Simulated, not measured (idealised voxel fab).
process module | voxel gate over fins
cross-section cut | 170 nm wide | cells 5 nm
A cross-section is a grid of square cells, given in bands from the top down. A band is one or more rows of cells.
Each band's line starts with the height of the band's top and of its bottom, in nm. Then come its materials from left to right, each with its width in nm. One material with "throughout" fills the band from edge to edge. "air" is empty space.
Height 0 is the level under which the wafer as received is all one material. The lowest band goes on downwards, as in "0 down".
A width such as "30 to 40" changes by the same amount from each row of cells to the next, from the band's top row to its bottom row.
"no change" after a step means that no cell of the cross-section changed.
closed voids: empty space of 8 cells or more with no open way to the top, each as width x height at its distance from the left edge, in nm
after a step's settings: what the simulator itself notes on the step
overlay nm, on a step with a mask: how far to the right of its planned place the mask lay; to the left if negative
plan
1 op RECEIVE | material Si
2 op CONFORMAL_DEP | material SiN | thk nm 5
3 op PATTERN | tone cover | mask id FINS | material resist | width nm 15 | pitch nm 60 | thk nm 20 | overlay nm 0
4 op DIRECTIONAL_ETCH | etch materials SiN | depth nm 5
5 op DIRECTIONAL_ETCH | etch materials Si | depth nm 40
6 op STRIP | etch materials resist
7 op OXIDIZE | depth nm 5
8 op FILL_DEP | material SiO2 | thk nm 15
9 op CMP | height nm 5
10 op DIRECTIONAL_DEP | material aC | thk nm 10
11 op PATTERN | tone open | mask id RAIL | material resist | width nm 15 | thk nm 25 | overlay nm 0
12 op DIRECTIONAL_ETCH | etch materials aC | depth nm 10
13 op STRIP | etch materials resist
14 op DIRECTIONAL_ETCH | etch materials SiO2 | depth nm 40
15 op STRIP | etch materials aC
16 op CONFORMAL_DEP | material TiN | thk nm 5
17 op FILL_DEP | material W | thk nm 10
18 op CMP | height nm 5
19 op SELECTIVE_ETCH | etch materials W Ru TiN | depth nm 20
20 op FILL_DEP | material SiO2 | thk nm 5
21 op CMP | height nm 5
22 op SELECTIVE_ETCH | etch materials SiO2 | depth nm 15
23 op STRIP | etch materials SiN
24 op CONFORMAL_DEP | material HfO2 | thk nm 5
25 op CONFORMAL_DEP | material TiN | thk nm 5
26 op FILL_DEP | material W | thk nm 15
27 op CMP | height nm 20
28 op CONFORMAL_DEP | material SiN | thk nm 10
first wafer, as planned
as received, after step 1
  0 down: Si throughout
  closed voids: none
after step 2
  5 to 0: SiN throughout
  below 0: unchanged
after step 3
  25 to 5: air 15 | resist 15 | air 45 | resist 15 | air 45 | resist 15 | air 20
  below 5: unchanged
after step 4
  25 to 5: air 15 | resist 15 | air 45 | resist 15 | air 45 | resist 15 | air 20
  5 to 0: air 15 | SiN 15 | air 45 | SiN 15 | air 45 | SiN 15 | air 20
  below 0: unchanged
after step 5
  25 to 5: air 15 | resist 15 | air 45 | resist 15 | air 45 | resist 15 | air 20
  5 to 0: air 15 | SiN 15 | air 45 | SiN 15 | air 45 | SiN 15 | air 20
  0 to -40: air 15 | Si 15 | air 45 | Si 15 | air 45 | Si 15 | air 20
  below -40: unchanged
after step 6
  5 to 0: air 15 | SiN 15 | air 45 | SiN 15 | air 45 | SiN 15 | air 20
  below 0: unchanged
after step 7
  5 to 0: air 15 | SiN 15 | air 45 | SiN 15 | air 45 | SiN 15 | air 20
  0 to -40: air 15 | SiO2 5 | Si 5 | SiO2 5 | air 45 | SiO2 5 | Si 5 | SiO2 5 | air 45 | SiO2 5 | Si 5 | SiO2 5 | air 20
  -40 to -45: SiO2 20 | Si 5 | SiO2 55 | Si 5 | SiO2 55 | Si 5 | SiO2 25
  below -45: unchanged
after step 8
  20 to 5: SiO2 throughout
  5 to 0: SiO2 15 | SiN 15 | SiO2 45 | SiN 15 | SiO2 45 | SiN 15 | SiO2 20
  0 to -45: SiO2 20 | Si 5 | SiO2 55 | Si 5 | SiO2 55 | Si 5 | SiO2 25
  below -45: unchanged
after step 9
  5 to 0: SiO2 15 | SiN 15 | SiO2 45 | SiN 15 | SiO2 45 | SiN 15 | SiO2 20
  below 0: unchanged
after step 10
  15 to 5: aC throughout
  below 5: unchanged
after step 11
  40 to 15: resist 45 | air 15 | resist 110
  below 15: unchanged
after step 12
  30 to 15: resist 45 | air 15 | resist 110
  15 to 5: aC 45 | air 15 | aC 110
  below 5: unchanged
after step 13
  15 to 5: aC 45 | air 15 | aC 110
  below 5: unchanged
after step 14
  15 to 5: aC 45 | air 15 | aC 110
  5 to 0: SiO2 15 | SiN 15 | SiO2 15 | air 15 | SiO2 15 | SiN 15 | SiO2 45 | SiN 15 | SiO2 20
  0 to -35: SiO2 20 | Si 5 | SiO2 20 | air 15 | SiO2 20 | Si 5 | SiO2 55 | Si 5 | SiO2 25
  below -35: unchanged
after step 15
  5 to 0: SiO2 15 | SiN 15 | SiO2 15 | air 15 | SiO2 15 | SiN 15 | SiO2 45 | SiN 15 | SiO2 20
  below 0: unchanged
after step 16
  10 to 5: TiN 50 | air 5 | TiN 115
  5 to 0: SiO2 15 | SiN 15 | SiO2 15 | TiN 5 | air 5 | TiN 5 | SiO2 15 | SiN 15 | SiO2 45 | SiN 15 | SiO2 20
  0 to -30: SiO2 20 | Si 5 | SiO2 20 | TiN 5 | air 5 | TiN 5 | SiO2 20 | Si 5 | SiO2 55 | Si 5 | SiO2 25
  -30 to -35: SiO2 20 | Si 5 | SiO2 20 | TiN 15 | SiO2 20 | Si 5 | SiO2 55 | Si 5 | SiO2 25
  below -35: unchanged
after step 17
  20 to 10: W throughout
  10 to 5: TiN 50 | W 5 | TiN 115
  5 to 0: SiO2 15 | SiN 15 | SiO2 15 | TiN 5 | W 5 | TiN 5 | SiO2 15 | SiN 15 | SiO2 45 | SiN 15 | SiO2 20
  0 to -30: SiO2 20 | Si 5 | SiO2 20 | TiN 5 | W 5 | TiN 5 | SiO2 20 | Si 5 | SiO2 55 | Si 5 | SiO2 25
  below -30: unchanged
after step 18
  5 to 0: SiO2 15 | SiN 15 | SiO2 15 | TiN 5 | W 5 | TiN 5 | SiO2 15 | SiN 15 | SiO2 45 | SiN 15 | SiO2 20
  below 0: unchanged
after step 19
  5 to 0: SiO2 15 | SiN 15 | SiO2 15 | air 15 | SiO2 15 | SiN 15 | SiO2 45 | SiN 15 | SiO2 20
  0 to -15: SiO2 20 | Si 5 | SiO2 20 | air 15 | SiO2 20 | Si 5 | SiO2 55 | Si 5 | SiO2 25
  below -15: unchanged
after step 20
  10 to 5: SiO2 throughout
  5 to 0: SiO2 15 | SiN 15 | SiO2 45 | SiN 15 | SiO2 45 | SiN 15 | SiO2 20
  0 to -15: SiO2 20 | Si 5 | SiO2 55 | Si 5 | SiO2 55 | Si 5 | SiO2 25
  below -15: unchanged
after step 21
  5 to 0: SiO2 15 | SiN 15 | SiO2 45 | SiN 15 | SiO2 45 | SiN 15 | SiO2 20
  below 0: unchanged
after step 22
  5 to 0: air 15 | SiN 15 | air 45 | SiN 15 | air 45 | SiN 15 | air 20
  0 to -10: air 20 | Si 5 | air 55 | Si 5 | air 55 | Si 5 | air 25
  below -10: unchanged
after step 23
  0 to -10: air 20 | Si 5 | air 55 | Si 5 | air 55 | Si 5 | air 25
  below -10: unchanged
after step 24
  5 to 0: air 15 | HfO2 15 | air 45 | HfO2 15 | air 45 | HfO2 15 | air 20
  0 to -5: air 15 | HfO2 5 | Si 5 | HfO2 5 | air 45 | HfO2 5 | Si 5 | HfO2 5 | air 45 | HfO2 5 | Si 5 | HfO2 5 | air 20
  -5 to -10: HfO2 20 | Si 5 | HfO2 55 | Si 5 | HfO2 55 | Si 5 | HfO2 25
  below -10: unchanged
after step 25
  10 to 5: air 10 | TiN 25 | air 35 | TiN 25 | air 35 | TiN 25 | air 15
  5 to 0: air 10 | TiN 5 | HfO2 15 | TiN 5 | air 35 | TiN 5 | HfO2 15 | TiN 5 | air 35 | TiN 5 | HfO2 15 | TiN 5 | air 15
  0 to -5: TiN 15 | HfO2 5 | Si 5 | HfO2 5 | TiN 45 | HfO2 5 | Si 5 | HfO2 5 | TiN 45 | HfO2 5 | Si 5 | HfO2 5 | TiN 20
  below -5: unchanged
after step 26
  25 to 10: W throughout
  10 to 5: W 10 | TiN 25 | W 35 | TiN 25 | W 35 | TiN 25 | W 15
  5 to 0: W 10 | TiN 5 | HfO2 15 | TiN 5 | W 35 | TiN 5 | HfO2 15 | TiN 5 | W 35 | TiN 5 | HfO2 15 | TiN 5 | W 15
  below 0: unchanged
after step 27
  20 to 10: W throughout
  below 10: unchanged
after step 28
  30 to 20: SiN throughout
  below 20: unchanged
second wafer: like start, like plan, one mistake. Through step 8 it matches the first wafer
when step 9 should have ended: no change
when step 10 should have ended
  30 to 20: aC throughout
  below 20: unchanged
when step 11 should have ended
  55 to 30: resist 45 | air 15 | resist 110
  below 30: unchanged
when step 12 should have ended
  45 to 30: resist 45 | air 15 | resist 110
  30 to 20: aC 45 | air 15 | aC 110
  below 20: unchanged
when step 13 should have ended
  30 to 20: aC 45 | air 15 | aC 110
  below 20: unchanged
when step 14 should have ended
  30 to 20: aC 45 | air 15 | aC 110
  20 to 5: SiO2 45 | air 15 | SiO2 110
  5 to 0: SiO2 15 | SiN 15 | SiO2 15 | air 15 | SiO2 15 | SiN 15 | SiO2 45 | SiN 15 | SiO2 20
  0 to -20: SiO2 20 | Si 5 | SiO2 20 | air 15 | SiO2 20 | Si 5 | SiO2 55 | Si 5 | SiO2 25
  below -20: unchanged
when step 15 should have ended
  20 to 5: SiO2 45 | air 15 | SiO2 110
  below 5: unchanged
when step 16 should have ended
  25 to 20: TiN 50 | air 5 | TiN 115
  20 to 5: SiO2 45 | TiN 5 | air 5 | TiN 5 | SiO2 110
  5 to 0: SiO2 15 | SiN 15 | SiO2 15 | TiN 5 | air 5 | TiN 5 | SiO2 15 | SiN 15 | SiO2 45 | SiN 15 | SiO2 20
  0 to -15: SiO2 20 | Si 5 | SiO2 20 | TiN 5 | air 5 | TiN 5 | SiO2 20 | Si 5 | SiO2 55 | Si 5 | SiO2 25
  -15 to -20: SiO2 20 | Si 5 | SiO2 20 | TiN 15 | SiO2 20 | Si 5 | SiO2 55 | Si 5 | SiO2 25
  below -20: unchanged
when step 17 should have ended
  35 to 25: W throughout
  25 to 20: TiN 50 | W 5 | TiN 115
  20 to 5: SiO2 45 | TiN 5 | W 5 | TiN 5 | SiO2 110
  5 to 0: SiO2 15 | SiN 15 | SiO2 15 | TiN 5 | W 5 | TiN 5 | SiO2 15 | SiN 15 | SiO2 45 | SiN 15 | SiO2 20
  0 to -15: SiO2 20 | Si 5 | SiO2 20 | TiN 5 | W 5 | TiN 5 | SiO2 20 | Si 5 | SiO2 55 | Si 5 | SiO2 25
  below -15: unchanged
when step 18 should have ended
  5 to 0: SiO2 15 | SiN 15 | SiO2 15 | TiN 5 | W 5 | TiN 5 | SiO2 15 | SiN 15 | SiO2 45 | SiN 15 | SiO2 20
  below 0: unchanged
when step 19 should have ended
  5 to 0: SiO2 15 | SiN 15 | SiO2 15 | air 15 | SiO2 15 | SiN 15 | SiO2 45 | SiN 15 | SiO2 20
  0 to -15: SiO2 20 | Si 5 | SiO2 20 | air 15 | SiO2 20 | Si 5 | SiO2 55 | Si 5 | SiO2 25
  below -15: unchanged
when step 20 should have ended
  10 to 5: SiO2 throughout
  5 to 0: SiO2 15 | SiN 15 | SiO2 45 | SiN 15 | SiO2 45 | SiN 15 | SiO2 20
  0 to -15: SiO2 20 | Si 5 | SiO2 55 | Si 5 | SiO2 55 | Si 5 | SiO2 25
  below -15: unchanged
when step 21 should have ended
  5 to 0: SiO2 15 | SiN 15 | SiO2 45 | SiN 15 | SiO2 45 | SiN 15 | SiO2 20
  below 0: unchanged
when step 22 should have ended
  5 to 0: air 15 | SiN 15 | air 45 | SiN 15 | air 45 | SiN 15 | air 20
  0 to -10: air 20 | Si 5 | air 55 | Si 5 | air 55 | Si 5 | air 25
  below -10: unchanged
when step 23 should have ended
  0 to -10: air 20 | Si 5 | air 55 | Si 5 | air 55 | Si 5 | air 25
  below -10: unchanged
when step 24 should have ended
  5 to 0: air 15 | HfO2 15 | air 45 | HfO2 15 | air 45 | HfO2 15 | air 20
  0 to -5: air 15 | HfO2 5 | Si 5 | HfO2 5 | air 45 | HfO2 5 | Si 5 | HfO2 5 | air 45 | HfO2 5 | Si 5 | HfO2 5 | air 20
  -5 to -10: HfO2 20 | Si 5 | HfO2 55 | Si 5 | HfO2 55 | Si 5 | HfO2 25
  below -10: unchanged
when step 25 should have ended
  10 to 5: air 10 | TiN 25 | air 35 | TiN 25 | air 35 | TiN 25 | air 15
  5 to 0: air 10 | TiN 5 | HfO2 15 | TiN 5 | air 35 | TiN 5 | HfO2 15 | TiN 5 | air 35 | TiN 5 | HfO2 15 | TiN 5 | air 15
  0 to -5: TiN 15 | HfO2 5 | Si 5 | HfO2 5 | TiN 45 | HfO2 5 | Si 5 | HfO2 5 | TiN 45 | HfO2 5 | Si 5 | HfO2 5 | TiN 20
  below -5: unchanged
when step 26 should have ended
  25 to 10: W throughout
  10 to 5: W 10 | TiN 25 | W 35 | TiN 25 | W 35 | TiN 25 | W 15
  5 to 0: W 10 | TiN 5 | HfO2 15 | TiN 5 | W 35 | TiN 5 | HfO2 15 | TiN 5 | W 35 | TiN 5 | HfO2 15 | TiN 5 | W 15
  below 0: unchanged
when step 27 should have ended
  20 to 10: W throughout
  below 10: unchanged
when step 28 should have ended
  30 to 20: SiN throughout
  below 20: unchanged
what went wrong: step 9 was left out
at the end the second wafer has, in cells: 9 more of SiO2 | 6 fewer of TiN | 3 fewer of W
